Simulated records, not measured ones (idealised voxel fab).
Documented hereafter: the process module known as voxel transistor to metal.
Cross-section cut spans 290 nm and uses square cells 5 nm in size.
In what follows, cross-sections appear as grids of square cells, described through bands that run from the top down, where every band is one or more rows of cells.
Heights first: top, then bottom, in nm. Then materials, left to right, each with a width in nm. "edge to edge" on a single material: fills the band edge to edge. "blank": empty space.
Beneath 0, the wafer as received is one material, and that level is where height counting begins. The lowest band goes on downward without a bottom; it is written like "from 0 down".
The width entry "30->40" should be interpreted row by row: the top row of cells in the band takes the first number, the bottom row takes the second number, and the change between adjacent rows is uniform throughout.
Key: "remains unaltered" - step with no changed cell in the cross-section.
"Sealed void listing" lists enclosed empty spaces (at least 8 cells, no open path upward to the top), each as width x height at distance from the left edge, in nm.
Anything after a step's settings on that line? It's the simulator's own note about the step.
overlay nm: mask offset rightward from planned place, masked step; negative means leftward offset.
Below you will find pairs of cross-sections. In each, one shows the wafer before one process step and the other after it, with the after view ending at the lowest band that changed. Under each pair is the step separating them, along with its settings. Do not assume the pairs form a chain: they can come from different runs of this module on the same starting wafer, and a pair continues from the pair above it only when its "Pre-step section" entry says so.

Pre-step section
> from 45 to 40 | SiCN edge to edge
> from 40 to 25 | 40 SiO2 / 5 TiN / 5 Ru / 5 TiN / 65 SiO2 / 5 TiN / 5 Ru / 5 TiN / 30 SiO2 / 5 TiN / 5 Ru / 5 TiN / 65 SiO2 / 5 TiN / 5 Ru / 5 TiN / 30 SiO2
> from 25 to 10 | 40 SiO2 / 5 TiN / 5 Ru / 5 TiN / 5 SiO2 / 5 SiN / 5 HfO2 / 5 TiN / 15 W / 5 TiN / 5 HfO2 / 5 SiN / 15 SiO2 / 5 TiN / 5 Ru / 5 TiN / 30 SiO2 / 5 TiN / 5 Ru / 5 TiN / 5 SiO2 / 5 SiN / 5 HfO2 / 5 TiN / 15 W / 5 TiN / 5 HfO2 / 5 SiN / 15 SiO2 / 5 TiN / 5 Ru / 5 TiN / 30 SiO2
> from 10 to 5 | 25 SiO2 / 5 SiN / 10 SiO2 / 5 TiN / 5 Ru / 5 TiN / 5 SiO2 / 5 SiN / 5 HfO2 / 5 TiN / 15 W / 5 TiN / 5 HfO2 / 5 SiN / 15 SiO2 / 5 TiN / 5 Ru / 5 TiN / 5 SiN / 10 SiO2 / 5 SiN / 10 SiO2 / 5 TiN / 5 Ru / 5 TiN / 5 SiO2 / 5 SiN / 5 HfO2 / 5 TiN / 15 W / 5 TiN / 5 HfO2 / 5 SiN / 15 SiO2 / 5 TiN / 5 Ru / 5 TiN / 5 SiN / 25 SiO2
> from 5 to 0 | 25 SiO2 / 5 SiN / 10 SiO2 / 15 TiN / 5 SiO2 / 5 SiN / 5 HfO2 / 25 TiN / 5 HfO2 / 5 SiN / 15 SiO2 / 15 TiN / 5 SiN / 10 SiO2 / 5 SiN / 10 SiO2 / 15 TiN / 5 SiO2 / 5 SiN / 5 HfO2 / 25 TiN / 5 HfO2 / 5 SiN / 15 SiO2 / 15 TiN / 5 SiN / 25 SiO2
> from 0 to -5 | 30 SiO2 / 30 pSi / 45 HfO2 / 30 pSi / 20 SiO2 / 30 pSi / 45 HfO2 / 30 pSi / 30 SiO2
> from -5 to -25 | 30 SiO2 / 105 Si / 20 SiO2 / 105 Si / 30 SiO2
> from -25 down | Si edge to edge
> Sealed void listing: none

Section After Processing
> from 70 to 45 | SiO2 edge to edge
> Under 45: no change, same as before.
> Sealed void listing: none
Between the two cross-sections above, the process step reads DIRECTIONAL_DEP,material SiO2,thk nm 25

Pre-step section: It is represented by the cross-section appearing after the step of the pair directly above.

Section After Processing
> from 90 to 70 | 35 resist / 15 blank / 65 resist / 15 blank / 30 resist / 15 blank / 65 resist / 15 blank / 35 resist
> Under 70: no change, same as before.
> Sealed void listing: none
Between the two cross-sections above, the process step reads PATTERN,tone open,mask id METAL_1,material resist,width nm 15,thk nm 20,overlay nm 0

Pre-step section: It is represented by the cross-section appearing after the step of the pair directly above.

Section After Processing
> from 90 to 70 | 35 resist / 15 blank / 65 resist / 15 blank / 30 resist / 15 blank / 65 resist / 15 blank / 35 resist
> from 70 to 45 | 35 SiO2 / 15 blank / 65 SiO2 / 15 blank / 30 SiO2 / 15 blank / 65 SiO2 / 15 blank / 35 SiO2
> Under 45: no change, same as before.
> Sealed void listing: none
Between the two cross-sections above, the process step reads DIRECTIONAL_ETCH,etch materials SiO2,depth nm 25

Pre-step section: It is represented by the cross-section appearing after the step of the pair directly above.

Section After Processing
> from 90 to 70 | 35 resist / 15 blank / 65 resist / 15 blank / 30 resist / 15 blank / 65 resist / 15 blank / 35 resist
> from 70 to 45 | 35 SiO2 / 15 blank / 65 SiO2 / 15 blank / 30 SiO2 / 15 blank / 65 SiO2 / 15 blank / 35 SiO2
> from 45 to 40 | 35 SiCN / 15 blank / 65 SiCN / 15 blank / 30 SiCN / 15 blank / 65 SiCN / 15 blank / 35 SiCN
> Under 40: no change, same as before.
> Sealed void listing: none
Between the two cross-sections above, the process step reads DIRECTIONAL_ETCH,etch materials SiCN,depth nm 5

Pre-step section: It is represented by the cross-section appearing after the step of the pair directly above.

Section After Processing
> from 70 to 45 | 35 SiO2 / 15 blank / 65 SiO2 / 15 blank / 30 SiO2 / 15 blank / 65 SiO2 / 15 blank / 35 SiO2
> Under 45: no change, same as before.
> Sealed void listing: none
Between the two cross-sections above, the process step reads STRIP,etch materials resist

Pre-step section: It is represented by the cross-section appearing after the step of the pair directly above.

Section After Processing
> from 75 to 70 | 40 TiN / 5 blank / 75 TiN / 5 blank / 40 TiN / 5 blank / 75 TiN / 5 blank / 40 TiN
> from 70 to 45 | 35 SiO2 / 5 TiN / 5 blank / 5 TiN / 65 SiO2 / 5 TiN / 5 blank / 5 TiN / 30 SiO2 / 5 TiN / 5 blank / 5 TiN / 65 SiO2 / 5 TiN / 5 blank / 5 TiN / 35 SiO2
> from 45 to 40 | 35 SiCN / 15 TiN / 65 SiCN / 15 TiN / 30 SiCN / 15 TiN / 65 SiCN / 15 TiN / 35 SiCN
> Under 40: no change, same as before.
> Sealed void listing: none
Between the two cross-sections above, the process step reads CONFORMAL_DEP,material TiN,thk nm 5

Pre-step section: It is represented by the cross-section appearing after the step of the pair directly above.

Section After Processing
> from 85 to 75 | Ru edge to edge
> from 75 to 70 | 40 TiN / 5 Ru / 75 TiN / 5 Ru / 40 TiN / 5 Ru / 75 TiN / 5 Ru / 40 TiN
> from 70 to 45 | 35 SiO2 / 5 TiN / 5 Ru / 5 TiN / 65 SiO2 / 5 TiN / 5 Ru / 5 TiN / 30 SiO2 / 5 TiN / 5 Ru / 5 TiN / 65 SiO2 / 5 TiN / 5 Ru / 5 TiN / 35 SiO2
> Under 45: no change, same as before.
> Sealed void listing: none
Between the two cross-sections above, the process step reads FILL_DEP,material Ru,thk nm 10

Pre-step section: It is represented by the cross-section appearing after the step of the pair directly above.

Section After Processing
> from 70 to 45 | 35 SiO2 / 5 TiN / 5 Ru / 5 TiN / 65 SiO2 / 5 TiN / 5 Ru / 5 TiN / 30 SiO2 / 5 TiN / 5 Ru / 5 TiN / 65 SiO2 / 5 TiN / 5 Ru / 5 TiN / 35 SiO2
> Under 45: no change, same as before.
> Sealed void listing: none
Between the two cross-sections above, the process step reads CMP,height nm 70

Pre-step section: It is represented by the cross-section appearing after the step of the pair directly above.

Section After Processing
> from 75 to 70 | SiCN edge to edge
> Under 70: no change, same as before.
> Sealed void listing: none
Between the two cross-sections above, the process step reads CONFORMAL_DEP,material SiCN,thk nm 5

Pre-step section
> from 40 to 25 | 35 SiO2 / 5 TiN / 5 Ru / 5 TiN / 65 SiO2 / 5 TiN / 5 Ru / 5 TiN / 30 SiO2 / 5 TiN / 5 Ru / 5 TiN / 65 SiO2 / 5 TiN / 5 Ru / 5 TiN / 35 SiO2
> from 25 to 10 | 35 SiO2 / 5 TiN / 5 Ru / 5 TiN / 10 SiO2 / 5 SiN / 5 HfO2 / 5 TiN / 15 W / 5 TiN / 5 HfO2 / 5 SiN / 10 SiO2 / 5 TiN / 5 Ru / 5 TiN / 30 SiO2 / 5 TiN / 5 Ru / 5 TiN / 10 SiO2 / 5 SiN / 5 HfO2 / 5 TiN / 15 W / 5 TiN / 5 HfO2 / 5 SiN / 10 SiO2 / 5 TiN / 5 Ru / 5 TiN / 35 SiO2
> from 10 to 5 | 25 SiO2 / 5 SiN / 5 SiO2 / 5 TiN / 5 Ru / 5 TiN / 10 SiO2 / 5 SiN / 5 HfO2 / 5 TiN / 15 W / 5 TiN / 5 HfO2 / 5 SiN / 10 SiO2 / 5 TiN / 5 Ru / 5 TiN / 5 SiO2 / 5 SiN / 10 SiO2 / 5 SiN / 5 SiO2 / 5 TiN / 5 Ru / 5 TiN / 10 SiO2 / 5 SiN / 5 HfO2 / 5 TiN / 15 W / 5 TiN / 5 HfO2 / 5 SiN / 10 SiO2 / 5 TiN / 5 Ru / 5 TiN / 5 SiO2 / 5 SiN / 25 SiO2
> from 5 to 0 | 25 SiO2 / 5 SiN / 5 SiO2 / 15 TiN / 10 SiO2 / 5 SiN / 5 HfO2 / 25 TiN / 5 HfO2 / 5 SiN / 10 SiO2 / 15 TiN / 5 SiO2 / 5 SiN / 10 SiO2 / 5 SiN / 5 SiO2 / 15 TiN / 10 SiO2 / 5 SiN / 5 HfO2 / 25 TiN / 5 HfO2 / 5 SiN / 10 SiO2 / 15 TiN / 5 SiO2 / 5 SiN / 25 SiO2
> from 0 to -5 | 30 SiO2 / 30 pSi / 45 HfO2 / 30 pSi / 20 SiO2 / 30 pSi / 45 HfO2 / 30 pSi / 30 SiO2
> from -5 to -25 | 30 SiO2 / 105 Si / 20 SiO2 / 105 Si / 30 SiO2
> from -25 down | Si edge to edge
> Sealed void listing: none

Section After Processing
> from 45 to 40 | HfO2 edge to edge
> Under 40: no change, same as before.
> Sealed void listing: none
Between the two cross-sections above, the process step reads CONFORMAL_DEP,material HfO2,thk nm 5

Pre-step section: It is represented by the cross-section appearing after the step of the pair directly above.

Section After Processing
> from 70 to 45 | SiO2 edge to edge
> Under 45: no change, same as before.
> Sealed void listing: none
Between the two cross-sections above, the process step reads DIRECTIONAL_DEP,material SiO2,thk nm 25

Pre-step section: It is represented by the cross-section appearing after the step of the pair directly above.

Section After Processing
> from 90 to 70 | 35 resist / 15 blank / 65 resist / 15 blank / 30 resist / 15 blank / 65 resist / 15 blank / 35 resist
> Under 70: no change, same as before.
> Sealed void listing: none
Between the two cross-sections above, the process step reads PATTERN,tone open,mask id METAL_1,material resist,width nm 15,thk nm 20,overlay nm 0

Pre-step section: It is represented by the cross-section appearing after the step of the pair directly above.

Section After Processing
> from 90 to 70 | 35 resist / 15 blank / 65 resist / 15 blank / 30 resist / 15 blank / 65 resist / 15 blank / 35 resist
> from 70 to 45 | 35 SiO2 / 15 blank / 65 SiO2 / 15 blank / 30 SiO2 / 15 blank / 65 SiO2 / 15 blank / 35 SiO2
> Under 45: no change, same as before.
> Sealed void listing: none
Between the two cross-sections above, the process step reads DIRECTIONAL_ETCH,etch materials SiO2,depth nm 25

Pre-step section: It is represented by the cross-section appearing after the step of the pair directly above.

Section After Processing
> from 70 to 45 | 35 SiO2 / 15 blank / 65 SiO2 / 15 blank / 30 SiO2 / 15 blank / 65 SiO2 / 15 blank / 35 SiO2
> Under 45: no change, same as before.
> Sealed void listing: none
Between the two cross-sections above, the process step reads STRIP,etch materials resist

Pre-step section: It is represented by the cross-section appearing after the step of the pair directly above.

Section After Processing
> from 75 to 70 | 40 TiN / 5 blank / 75 TiN / 5 blank / 40 TiN / 5 blank / 75 TiN / 5 blank / 40 TiN
> from 70 to 50 | 35 SiO2 / 5 TiN / 5 blank / 5 TiN / 65 SiO2 / 5 TiN / 5 blank / 5 TiN / 30 SiO2 / 5 TiN / 5 blank / 5 TiN / 65 SiO2 / 5 TiN / 5 blank / 5 TiN / 35 SiO2
> from 50 to 45 | 35 SiO2 / 15 TiN / 65 SiO2 / 15 TiN / 30 SiO2 / 15 TiN / 65 SiO2 / 15 TiN / 35 SiO2
> Under 45: no change, same as before.
> Sealed void listing: none
Between the two cross-sections above, the process step reads CONFORMAL_DEP,material TiN,thk nm 5

Pre-step section: It is represented by the cross-section appearing after the step of the pair directly above.

Section After Processing
> from 85 to 75 | Ru edge to edge
> from 75 to 70 | 40 TiN / 5 Ru / 75 TiN / 5 Ru / 40 TiN / 5 Ru / 75 TiN / 5 Ru / 40 TiN
> from 70 to 50 | 35 SiO2 / 5 TiN / 5 Ru / 5 TiN / 65 SiO2 / 5 TiN / 5 Ru / 5 TiN / 30 SiO2 / 5 TiN / 5 Ru / 5 TiN / 65 SiO2 / 5 TiN / 5 Ru / 5 TiN / 35 SiO2
> Under 50: no change, same as before.
> Sealed void listing: none
Between the two cross-sections above, the process step reads FILL_DEP,material Ru,thk nm 10

Pre-step section: It is represented by the cross-section appearing after the step of the pair directly above.

Section After Processing
> from 70 to 50 | 35 SiO2 / 5 TiN / 5 Ru / 5 TiN / 65 SiO2 / 5 TiN / 5 Ru / 5 TiN / 30 SiO2 / 5 TiN / 5 Ru / 5 TiN / 65 SiO2 / 5 TiN / 5 Ru / 5 TiN / 35 SiO2
> Under 50: no change, same as before.
> Sealed void listing: none
Between the two cross-sections above, the process step reads CMP,height nm 70

Pre-step section: It is represented by the cross-section appearing after the step of the pair directly above.

Section After Processing
> from 75 to 70 | SiCN edge to edge
> Under 70: no change, same as before.
> Sealed void listing: none
Between the two cross-sections above, the process step reads CONFORMAL_DEP,material SiCN,thk nm 5

Pre-step section
> from 55 to 45 | 25 SiCN / 115 blank / 10 SiCN / 115 blank / 25 SiCN
> from 45 to 40 | SiCN edge to edge
> from 40 to 30 | 25 polySi / 115 SiCN / 10 polySi / 115 SiCN / 25 polySi
> from 30 to 10 | polySi edge to edge
> from 10 to 0 | 25 SiO2 / 115 polySi / 10 SiO2 / 115 polySi / 25 SiO2
> from 0 to -5 | SiO2 edge to edge
> from -5 to -25 | 30 SiO2 / 105 Si / 20 SiO2 / 105 Si / 30 SiO2
> from -25 down | Si edge to edge
> Sealed void listing: none

Section After Processing
> from 70 to 55 | 65 resist / 35 blank / 90 resist / 35 blank / 65 resist
> from 55 to 45 | 25 SiCN / 40 resist / 35 blank / 40 resist / 10 SiCN / 40 resist / 35 blank / 40 resist / 25 SiCN
> Under 45: no change, same as before.
> Sealed void listing: none
Between the two cross-sections above, the process step reads PATTERN,tone open,mask id GATE,material resist,width nm 35,pitch nm 125,thk nm 15,overlay nm 0

Pre-step section: It is represented by the cross-section appearing after the step of the pair directly above.

Section After Processing
> from 70 to 55 | 65 resist / 35 blank / 90 resist / 35 blank / 65 resist
> from 55 to 45 | 25 SiCN / 40 resist / 35 blank / 40 resist / 10 SiCN / 40 resist / 35 blank / 40 resist / 25 SiCN
> from 45 to 40 | 65 SiCN / 35 blank / 90 SiCN / 35 blank / 65 SiCN
> from 40 to 30 | 25 polySi / 40 SiCN / 35 blank / 40 SiCN / 10 polySi / 40 SiCN / 35 blank / 40 SiCN / 25 polySi
> Under 30: no change, same as before.
> Sealed void listing: none
Between the two cross-sections above, the process step reads DIRECTIONAL_ETCH,etch materials SiCN,depth nm 25

Pre-step section: It is represented by the cross-section appearing after the step of the pair directly above.

Section After Processing
> from 70 to 55 | 65 resist / 35 blank / 90 resist / 35 blank / 65 resist
> from 55 to 45 | 25 SiCN / 40 resist / 35 blank / 40 resist / 10 SiCN / 40 resist / 35 blank / 40 resist / 25 SiCN
> from 45 to 40 | 65 SiCN / 35 blank / 90 SiCN / 35 blank / 65 SiCN
> from 40 to 30 | 25 polySi / 40 SiCN / 35 blank / 40 SiCN / 10 polySi / 40 SiCN / 35 blank / 40 SiCN / 25 polySi
> from 30 to 10 | 65 polySi / 35 blank / 90 polySi / 35 blank / 65 polySi
> from 10 to 0 | 25 SiO2 / 40 polySi / 35 blank / 40 polySi / 10 SiO2 / 40 polySi / 35 blank / 40 polySi / 25 SiO2
> Under 0: no change, same as before.
> Sealed void listing: none
Between the two cross-sections above, the process step reads DIRECTIONAL_ETCH,etch materials polySi,depth nm 40

Pre-step section: It is represented by the cross-section appearing after the step of the pair directly above.

Section After Processing
> from 55 to 45 | 25 SiCN / 115 blank / 10 SiCN / 115 blank / 25 SiCN
> Under 45: no change, same as before.
> Sealed void listing: none
Between the two cross-sections above, the process step reads STRIP,etch materials resist

Pre-step section: It is represented by the cross-section appearing after the step of the pair directly above.

Section After Processing
> from 60 to 55 | 30 SiN / 105 blank / 20 SiN / 105 blank / 30 SiN
> from 55 to 45 | 25 SiCN / 5->45 SiN / 105->25 blank / 5->45 SiN / 10 SiCN / 5->45 SiN / 105->25 blank / 5->45 SiN / 25 SiCN
> from 45 to 40 | 65 SiCN / 5 SiN / 25 blank / 5 SiN / 90 SiCN / 5 SiN / 25 blank / 5 SiN / 65 SiCN
> from 40 to 30 | 25 polySi / 40 SiCN / 5 SiN / 25 blank / 5 SiN / 40 SiCN / 10 polySi / 40 SiCN / 5 SiN / 25 blank / 5 SiN / 40 SiCN / 25 polySi
> from 30 to 10 | 65 polySi / 5 SiN / 25 blank / 5 SiN / 90 polySi / 5 SiN / 25 blank / 5 SiN / 65 polySi
> from 10 to 5 | 25 SiO2 / 40 polySi / 5 SiN / 25 blank / 5 SiN / 40 polySi / 10 SiO2 / 40 polySi / 5 SiN / 25 blank / 5 SiN / 40 polySi / 25 SiO2
> from 5 to 0 | 25 SiO2 / 40 polySi / 35 SiN / 40 polySi / 10 SiO2 / 40 polySi / 35 SiN / 40 polySi / 25 SiO2
> Under 0: no change, same as before.
> Sealed void listing: none
Between the two cross-sections above, the process step reads CONFORMAL_DEP,material SiN,thk nm 5

Pre-step section: It is represented by the cross-section appearing after the step of the pair directly above.

Section After Processing
> from 55 to 45 | 25 SiCN / 5 SiN / 105 blank / 5 SiN / 10 SiCN / 5 SiN / 105 blank / 5 SiN / 25 SiCN
> from 45 to 40 | 65 SiCN / 5 SiN / 25 blank / 5 SiN / 90 SiCN / 5 SiN / 25 blank / 5 SiN / 65 SiCN
> from 40 to 30 | 25 polySi / 40 SiCN / 5 SiN / 25 blank / 5 SiN / 40 SiCN / 10 polySi / 40 SiCN / 5 SiN / 25 blank / 5 SiN / 40 SiCN / 25 polySi
> from 30 to 10 | 65 polySi / 5 SiN / 25 blank / 5 SiN / 90 polySi / 5 SiN / 25 blank / 5 SiN / 65 polySi
> from 10 to 0 | 25 SiO2 / 40 polySi / 5 SiN / 25 blank / 5 SiN / 40 polySi / 10 SiO2 / 40 polySi / 5 SiN / 25 blank / 5 SiN / 40 polySi / 25 SiO2
> Under 0: no change, same as before.
> Sealed void listing: none
Between the two cross-sections above, the process step reads DIRECTIONAL_ETCH,etch materials SiN,depth nm 5

Pre-step section: It is represented by the cross-section appearing after the step of the pair directly above.

Section After Processing
> from 55 to 45 | 25 SiCN / 5 SiN / 105 blank / 5 SiN / 10 SiCN / 5 SiN / 105 blank / 5 SiN / 25 SiCN
> from 45 to 40 | 65 SiCN / 5 SiN / 25 blank / 5 SiN / 90 SiCN / 5 SiN / 25 blank / 5 SiN / 65 SiCN
> from 40 to 30 | 25 polySi / 40 SiCN / 5 SiN / 25 blank / 5 SiN / 40 SiCN / 10 polySi / 40 SiCN / 5 SiN / 25 blank / 5 SiN / 40 SiCN / 25 polySi
> from 30 to 10 | 65 polySi / 5 SiN / 25 blank / 5 SiN / 90 polySi / 5 SiN / 25 blank / 5 SiN / 65 polySi
> from 10 to 0 | 25 SiO2 / 40 polySi / 5 SiN / 25 blank / 5 SiN / 40 polySi / 10 SiO2 / 40 polySi / 5 SiN / 25 blank / 5 SiN / 40 polySi / 25 SiO2
> from 0 to -5 | 70 SiO2 / 25 blank / 100 SiO2 / 25 blank / 70 SiO2
> Under -5: no change, same as before.
> Sealed void listing: none
Between the two cross-sections above, the process step reads DIRECTIONAL_ETCH,etch materials SiO2,depth nm 5

Pre-step section: It is represented by the cross-section appearing after the step of the pair directly above.

Section After Processing
> from 55 to 45 | 25 SiCN / 5 SiN / 105 blank / 5 SiN / 10 SiCN / 5 SiN / 105 blank / 5 SiN / 25 SiCN
> from 45 to 40 | 65 SiCN / 5 SiN / 25 blank / 5 SiN / 90 SiCN / 5 SiN / 25 blank / 5 SiN / 65 SiCN
> from 40 to 30 | 25 polySi / 40 SiCN / 5 SiN / 25 blank / 5 SiN / 40 SiCN / 10 polySi / 40 SiCN / 5 SiN / 25 blank / 5 SiN / 40 SiCN / 25 polySi
> from 30 to 10 | 65 polySi / 5 SiN / 25 blank / 5 SiN / 90 polySi / 5 SiN / 25 blank / 5 SiN / 65 polySi
> from 10 to 0 | 25 SiO2 / 40 polySi / 5 SiN / 25 blank / 5 SiN / 40 polySi / 10 SiO2 / 40 polySi / 5 SiN / 25 blank / 5 SiN / 40 polySi / 25 SiO2
> from 0 to -5 | 70 SiO2 / 25 pSi / 100 SiO2 / 25 pSi / 70 SiO2
> Under -5: no change, same as before.
> Sealed void listing: none
Between the two cross-sections above, the process step reads EPI,material pSi,thk nm 5

Pre-step section: It is represented by the cross-section appearing after the step of the pair directly above.

Section After Processing
> from 65 to 55 | SiO2 edge to edge
> from 55 to 45 | 25 SiCN / 5 SiN / 105 SiO2 / 5 SiN / 10 SiCN / 5 SiN / 105 SiO2 / 5 SiN / 25 SiCN
> from 45 to 40 | 65 SiCN / 5 SiN / 25 SiO2 / 5 SiN / 90 SiCN / 5 SiN / 25 SiO2 / 5 SiN / 65 SiCN
> from 40 to 30 | 25 polySi / 40 SiCN / 5 SiN / 25 SiO2 / 5 SiN / 40 SiCN / 10 polySi / 40 SiCN / 5 SiN / 25 SiO2 / 5 SiN / 40 SiCN / 25 polySi
> from 30 to 10 | 65 polySi / 5 SiN / 25 SiO2 / 5 SiN / 90 polySi / 5 SiN / 25 SiO2 / 5 SiN / 65 polySi
> from 10 to 0 | 25 SiO2 / 40 polySi / 5 SiN / 25 SiO2 / 5 SiN / 40 polySi / 10 SiO2 / 40 polySi / 5 SiN / 25 SiO2 / 5 SiN / 40 polySi / 25 SiO2
> Under 0: no change, same as before.
> Sealed void listing: none
Between the two cross-sections above, the process step reads FILL_DEP,material SiO2,thk nm 10

Pre-step section: It is represented by the cross-section appearing after the step of the pair directly above.

Section After Processing
> from 30 to 10 | 65 polySi / 5 SiN / 25 SiO2 / 5 SiN / 90 polySi / 5 SiN / 25 SiO2 / 5 SiN / 65 polySi
> Under 10: no change, same as before.
> Sealed void listing: none
Between the two cross-sections above, the process step reads CMP,height nm 30

Pre-step section: It is represented by the cross-section appearing after the step of the pair directly above.

Section After Processing
> from 30 to 10 | 65 blank / 5 SiN / 25 SiO2 / 5 SiN / 90 blank / 5 SiN / 25 SiO2 / 5 SiN / 65 blank
> from 10 to 0 | 25 SiO2 / 40 blank / 5 SiN / 25 SiO2 / 5 SiN / 40 blank / 10 SiO2 / 40 blank / 5 SiN / 25 SiO2 / 5 SiN / 40 blank / 25 SiO2
> Under 0: no change, same as before.
> Sealed void listing: none
Between the two cross-sections above, the process step reads STRIP,etch materials polySi

Pre-step section: It is represented by the cross-section appearing after the step of the pair directly above.

Section After Processing
> from 30 to 25 | 65 blank / 5 SiN / 25 blank / 5 SiN / 90 blank / 5 SiN / 25 blank / 5 SiN / 65 blank
> from 25 to 5 | 65 blank / 5 SiN / 25 SiO2 / 5 SiN / 90 blank / 5 SiN / 25 SiO2 / 5 SiN / 65 blank
> from 5 to 0 | 20 SiO2 / 45 blank / 5 SiN / 25 SiO2 / 5 SiN / 90 blank / 5 SiN / 25 SiO2 / 5 SiN / 45 blank / 20 SiO2
> from 0 to -5 | 20 SiO2 / 50 blank / 25 pSi / 100 blank / 25 pSi / 50 blank / 20 SiO2
> Under -5: no change, same as before.
> Sealed void listing: none
Between the two cross-sections above, the process step reads SELECTIVE_ETCH,etch materials SiO2,depth nm 5

Pre-step section: It is represented by the cross-section appearing after the step of the pair directly above.

Section After Processing
> from 35 to 30 | 60 blank / 15 HfO2 / 15 blank / 15 HfO2 / 80 blank / 15 HfO2 / 15 blank / 15 HfO2 / 60 blank
> from 30 to 25 | 60 blank / 5 HfO2 / 5 SiN / 25 HfO2 / 5 SiN / 5 HfO2 / 80 blank / 5 HfO2 / 5 SiN / 25 HfO2 / 5 SiN / 5 HfO2 / 60 blank
> from 25 to 10 | 60 blank / 5 HfO2 / 5 SiN / 25 SiO2 / 5 SiN / 5 HfO2 / 80 blank / 5 HfO2 / 5 SiN / 25 SiO2 / 5 SiN / 5 HfO2 / 60 blank
> from 10 to 5 | 25 HfO2 / 35 blank / 5 HfO2 / 5 SiN / 25 SiO2 / 5 SiN / 5 HfO2 / 80 blank / 5 HfO2 / 5 SiN / 25 SiO2 / 5 SiN / 5 HfO2 / 35 blank / 25 HfO2
> from 5 to 0 | 20 SiO2 / 5 HfO2 / 35 blank / 5 HfO2 / 5 SiN / 25 SiO2 / 5 SiN / 5 HfO2 / 80 blank / 5 HfO2 / 5 SiN / 25 SiO2 / 5 SiN / 5 HfO2 / 35 blank / 5 HfO2 / 20 SiO2
> from 0 to -5 | 20 SiO2 / 50 HfO2 / 25 pSi / 100 HfO2 / 25 pSi / 50 HfO2 / 20 SiO2
> Under -5: no change, same as before.
> Sealed void listing: none
Between the two cross-sections above, the process step reads CONFORMAL_DEP,material HfO2,thk nm 5

Pre-step section: It is represented by the cross-section appearing after the step of the pair directly above.

Section After Processing
> from 40 to 35 | 55 blank / 25 TiN / 5 blank / 25 TiN / 70 blank / 25 TiN / 5 blank / 25 TiN / 55 blank
> from 35 to 30 | 55 blank / 5 TiN / 15 HfO2 / 15 TiN / 15 HfO2 / 5 TiN / 70 blank / 5 TiN / 15 HfO2 / 15 TiN / 15 HfO2 / 5 TiN / 55 blank
> from 30 to 25 | 55 blank / 5 TiN / 5 HfO2 / 5 SiN / 25 HfO2 / 5 SiN / 5 HfO2 / 5 TiN / 70 blank / 5 TiN / 5 HfO2 / 5 SiN / 25 HfO2 / 5 SiN / 5 HfO2 / 5 TiN / 55 blank
> from 25 to 15 | 55 blank / 5 TiN / 5 HfO2 / 5 SiN / 25 SiO2 / 5 SiN / 5 HfO2 / 5 TiN / 70 blank / 5 TiN / 5 HfO2 / 5 SiN / 25 SiO2 / 5 SiN / 5 HfO2 / 5 TiN / 55 blank
> from 15 to 10 | 30 TiN / 25 blank / 5 TiN / 5 HfO2 / 5 SiN / 25 SiO2 / 5 SiN / 5 HfO2 / 5 TiN / 70 blank / 5 TiN / 5 HfO2 / 5 SiN / 25 SiO2 / 5 SiN / 5 HfO2 / 5 TiN / 25 blank / 30 TiN
> from 10 to 5 | 25 HfO2 / 5 TiN / 25 blank / 5 TiN / 5 HfO2 / 5 SiN / 25 SiO2 / 5 SiN / 5 HfO2 / 5 TiN / 70 blank / 5 TiN / 5 HfO2 / 5 SiN / 25 SiO2 / 5 SiN / 5 HfO2 / 5 TiN / 25 blank / 5 TiN / 25 HfO2
> from 5 to 0 | 20 SiO2 / 5 HfO2 / 35 TiN / 5 HfO2 / 5 SiN / 25 SiO2 / 5 SiN / 5 HfO2 / 80 TiN / 5 HfO2 / 5 SiN / 25 SiO2 / 5 SiN / 5 HfO2 / 35 TiN / 5 HfO2 / 20 SiO2
> Under 0: no change, same as before.
> Sealed void listing: none
Between the two cross-sections above, the process step reads CONFORMAL_DEP,material TiN,thk nm 5

Pre-step section: It is represented by the cross-section appearing after the step of the pair directly above.

Section After Processing
> from 45 to 40 | W edge to edge
> from 40 to 35 | 55 W / 25 TiN / 5 W / 25 TiN / 70 W / 25 TiN / 5 W / 25 TiN / 55 W
> from 35 to 30 | 55 W / 5 TiN / 15 HfO2 / 15 TiN / 15 HfO2 / 5 TiN / 70 W / 5 TiN / 15 HfO2 / 15 TiN / 15 HfO2 / 5 TiN / 55 W
> from 30 to 25 | 55 W / 5 TiN / 5 HfO2 / 5 SiN / 25 HfO2 / 5 SiN / 5 HfO2 / 5 TiN / 70 W / 5 TiN / 5 HfO2 / 5 SiN / 25 HfO2 / 5 SiN / 5 HfO2 / 5 TiN / 55 W
> from 25 to 15 | 55 W / 5 TiN / 5 HfO2 / 5 SiN / 25 SiO2 / 5 SiN / 5 HfO2 / 5 TiN / 70 W / 5 TiN / 5 HfO2 / 5 SiN / 25 SiO2 / 5 SiN / 5 HfO2 / 5 TiN / 55 W
> from 15 to 10 | 30 TiN / 25 W / 5 TiN / 5 HfO2 / 5 SiN / 25 SiO2 / 5 SiN / 5 HfO2 / 5 TiN / 70 W / 5 TiN / 5 HfO2 / 5 SiN / 25 SiO2 / 5 SiN / 5 HfO2 / 5 TiN / 25 W / 30 TiN
> from 10 to 5 | 25 HfO2 / 5 TiN / 25 W / 5 TiN / 5 HfO2 / 5 SiN / 25 SiO2 / 5 SiN / 5 HfO2 / 5 TiN / 70 W / 5 TiN / 5 HfO2 / 5 SiN / 25 SiO2 / 5 SiN / 5 HfO2 / 5 TiN / 25 W / 5 TiN / 25 HfO2
> Under 5: no change, same as before.
> Sealed void listing: none
Between the two cross-sections above, the process step reads FILL_DEP,material W,thk nm 5

Pre-step section: It is represented by the cross-section appearing after the step of the pair directly above.

Section After Processing
> from 25 to 15 | 55 W / 5 TiN / 5 HfO2 / 5 SiN / 25 SiO2 / 5 SiN / 5 HfO2 / 5 TiN / 70 W / 5 TiN / 5 HfO2 / 5 SiN / 25 SiO2 / 5 SiN / 5 HfO2 / 5 TiN / 55 W
> Under 15: no change, same as before.
> Sealed void listing: none
Between the two cross-sections above, the process step reads CMP,height nm 25

Pre-step section: It is represented by the cross-section appearing after the step of the pair directly above.

Section After Processing
> from 40 to 25 | SiO2 edge to edge
> Under 25: no change, same as before.
> Sealed void listing: none
Between the two cross-sections above, the process step reads DIRECTIONAL_DEP,material SiO2,thk nm 15

Pre-step section: It is represented by the cross-section appearing after the step of the pair directly above.

Section After Processing
> from 40 to 25 | 35 SiO2 / 15 blank / 65 SiO2 / 15 blank / 30 SiO2 / 15 blank / 65 SiO2 / 15 blank / 35 SiO2
> Under 25: no change, same as before.
> Sealed void listing: none
Between the two cross-sections above, the process step reads MASKED_ETCH,tone open,mask id CONTACT,width nm 15,etch materials SiO2,depth nm 40,overlay nm 0
